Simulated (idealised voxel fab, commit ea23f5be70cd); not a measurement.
This is a process module. Its name is voxel trench capacitor.
The width of the displayed cross-section, cut, is 245 nm; its cells are square, with a size of 5 nm.
Think of the cross-section as a grid of square cells. We describe it in bands, top to bottom, and each band covers one or more rows of those cells.
Look at the band entry: it leads with the top's height and the bottom's height in nm. Then it lists the materials left to right, with a width in nm for each. The word "all across" on a single material says that material fills the band edge to edge. The word "empty" is empty space.
Below 0: as-received wafer, all one material; heights counted from there. Lowest band: no bottom, goes on down, written "0 -> down".
A width given as "30..40" starts at the first number in the band's top row and ends at the second number in its bottom row, shifting by an equal amount at every step from row to row.
Step marked "no modification"? Then no cell in the cross-section changed in it.
"Closed cavities" lists enclosed empty spaces (at least 8 cells, no open path upward to the top), each as width x height at distance from the left edge, in nm.
Text after the settings on a step's line: the simulator's own remark on that step.
overlay nm: where the mask lay relative to plan, measured to the right, on steps with a mask; negatives go left.

# Planned step list for the process
1. op RECEIVE | material Si
2. op CONFORMAL_DEP | material SiN | thk nm 10
3. op MASKED_ETCH | tone open | mask id TRENCH | width nm 15 | pitch nm 30 | etch materials SiN | depth nm 10 | overlay nm 0
4. op MASKED_ETCH | tone open | mask id TRENCH | width nm 15 | pitch nm 30 | etch materials Si | depth nm 30 | overlay nm 0
5. op CONFORMAL_DEP | material Al2O3 | thk nm 5
6. op FILL_DEP | material polySi | thk nm 5
7. op CMP | height nm 10

# First of two wafers - as planned

# as received, after step 1
- 0 -> down: Si all across
- Closed cavities: none

# After step 2: wafer cross-section
- 10 -> 0: SiN all across
- All layers under 0 are left as they were.

# After step 3: wafer cross-section
- 10 -> 0: 70 nm SiN  15 nm empty  15 nm SiN  15 nm empty  15 nm SiN  15 nm empty  15 nm SiN  15 nm empty  70 nm SiN
- All layers under 0 are left as they were.

# After step 4: wafer cross-section
- 10 -> 0: 70 nm SiN  15 nm empty  15 nm SiN  15 nm empty  15 nm SiN  15 nm empty  15 nm SiN  15 nm empty  70 nm SiN
- 0 -> -30: 70 nm Si  15 nm empty  15 nm Si  15 nm empty  15 nm Si  15 nm empty  15 nm Si  15 nm empty  70 nm Si
- All layers under -30 are left as they were.

# After step 5: wafer cross-section
- 15 -> 10: 75 nm Al2O3  5 nm empty  25 nm Al2O3  5 nm empty  25 nm Al2O3  5 nm empty  25 nm Al2O3  5 nm empty  75 nm Al2O3
- 10 -> 0: 70 nm SiN  5 nm Al2O3  5 nm empty  5 nm Al2O3  15 nm SiN  5 nm Al2O3  5 nm empty  5 nm Al2O3  15 nm SiN  5 nm Al2O3  5 nm empty  5 nm Al2O3  15 nm SiN  5 nm Al2O3  5 nm empty  5 nm Al2O3  70 nm SiN
- 0 -> -25: 70 nm Si  5 nm Al2O3  5 nm empty  5 nm Al2O3  15 nm Si  5 nm Al2O3  5 nm empty  5 nm Al2O3  15 nm Si  5 nm Al2O3  5 nm empty  5 nm Al2O3  15 nm Si  5 nm Al2O3  5 nm empty  5 nm Al2O3  70 nm Si
- -25 -> -30: 70 nm Si  15 nm Al2O3  15 nm Si  15 nm Al2O3  15 nm Si  15 nm Al2O3  15 nm Si  15 nm Al2O3  70 nm Si
- All layers under -30 are left as they were.

# After step 6: wafer cross-section
- 20 -> 15: polySi all across
- 15 -> 10: 75 nm Al2O3  5 nm polySi  25 nm Al2O3  5 nm polySi  25 nm Al2O3  5 nm polySi  25 nm Al2O3  5 nm polySi  75 nm Al2O3
- 10 -> 0: 70 nm SiN  5 nm Al2O3  5 nm polySi  5 nm Al2O3  15 nm SiN  5 nm Al2O3  5 nm polySi  5 nm Al2O3  15 nm SiN  5 nm Al2O3  5 nm polySi  5 nm Al2O3  15 nm SiN  5 nm Al2O3  5 nm polySi  5 nm Al2O3  70 nm SiN
- 0 -> -25: 70 nm Si  5 nm Al2O3  5 nm polySi  5 nm Al2O3  15 nm Si  5 nm Al2O3  5 nm polySi  5 nm Al2O3  15 nm Si  5 nm Al2O3  5 nm polySi  5 nm Al2O3  15 nm Si  5 nm Al2O3  5 nm polySi  5 nm Al2O3  70 nm Si
- All layers under -25 are left as they were.

# After step 7: wafer cross-section
- 10 -> 0: 70 nm SiN  5 nm Al2O3  5 nm polySi  5 nm Al2O3  15 nm SiN  5 nm Al2O3  5 nm polySi  5 nm Al2O3  15 nm SiN  5 nm Al2O3  5 nm polySi  5 nm Al2O3  15 nm SiN  5 nm Al2O3  5 nm polySi  5 nm Al2O3  70 nm SiN
- All layers under 0 are left as they were.

# Companion wafer, the second of two: same beginning, same intended sequence, one mistake in carrying it out; through step 2 inclusive it tracks the first exactly

# Cross-section of the second wafer at the time step 3 of the plan should have ended
- 10 -> 0: 70 nm empty  15 nm SiN  15 nm empty  15 nm SiN  15 nm empty  15 nm SiN  15 nm empty  15 nm SiN  70 nm empty
- All layers under 0 are left as they were.

Cross-section of the second wafer at the time step 4 of the plan should have ended: no modification

# Cross-section of the second wafer at the time step 5 of the plan should have ended
- 15 -> 10: 65 nm empty  25 nm Al2O3  5 nm empty  25 nm Al2O3  5 nm empty  25 nm Al2O3  5 nm empty  25 nm Al2O3  65 nm empty
- 10 -> 5: 65 nm empty  5 nm Al2O3  15 nm SiN  5 nm Al2O3  5 nm empty  5 nm Al2O3  15 nm SiN  5 nm Al2O3  5 nm empty  5 nm Al2O3  15 nm SiN  5 nm Al2O3  5 nm empty  5 nm Al2O3  15 nm SiN  5 nm Al2O3  65 nm empty
- 5 -> 0: 70 nm Al2O3  15 nm SiN  15 nm Al2O3  15 nm SiN  15 nm Al2O3  15 nm SiN  15 nm Al2O3  15 nm SiN  70 nm Al2O3
- All layers under 0 are left as they were.

# Cross-section of the second wafer at the time step 6 of the plan should have ended
- 20 -> 15: polySi all across
- 15 -> 10: 65 nm polySi  25 nm Al2O3  5 nm polySi  25 nm Al2O3  5 nm polySi  25 nm Al2O3  5 nm polySi  25 nm Al2O3  65 nm polySi
- 10 -> 5: 65 nm polySi  5 nm Al2O3  15 nm SiN  5 nm Al2O3  5 nm polySi  5 nm Al2O3  15 nm SiN  5 nm Al2O3  5 nm polySi  5 nm Al2O3  15 nm SiN  5 nm Al2O3  5 nm polySi  5 nm Al2O3  15 nm SiN  5 nm Al2O3  65 nm polySi
- All layers under 5 are left as they were.

# Cross-section of the second wafer at the time step 7 of the plan should have ended
- 10 -> 5: 65 nm polySi  5 nm Al2O3  15 nm SiN  5 nm Al2O3  5 nm polySi  5 nm Al2O3  15 nm SiN  5 nm Al2O3  5 nm polySi  5 nm Al2O3  15 nm SiN  5 nm Al2O3  5 nm polySi  5 nm Al2O3  15 nm SiN  5 nm Al2O3  65 nm polySi
- All layers under 5 are left as they were.
Misprocessing identified: note that step 3 departed from the planned setting and was carried out as op MASKED_ETCH | tone cover | mask id TRENCH | width nm 15 | pitch nm 30 | etch materials SiN | depth nm 10 | overlay nm 0
Final difference in cells, second wafer against first, listed per material as more or fewer: Al2O3: 23 fewer, Si: 72 more, SiN: 50 fewer, polySi: 1 more
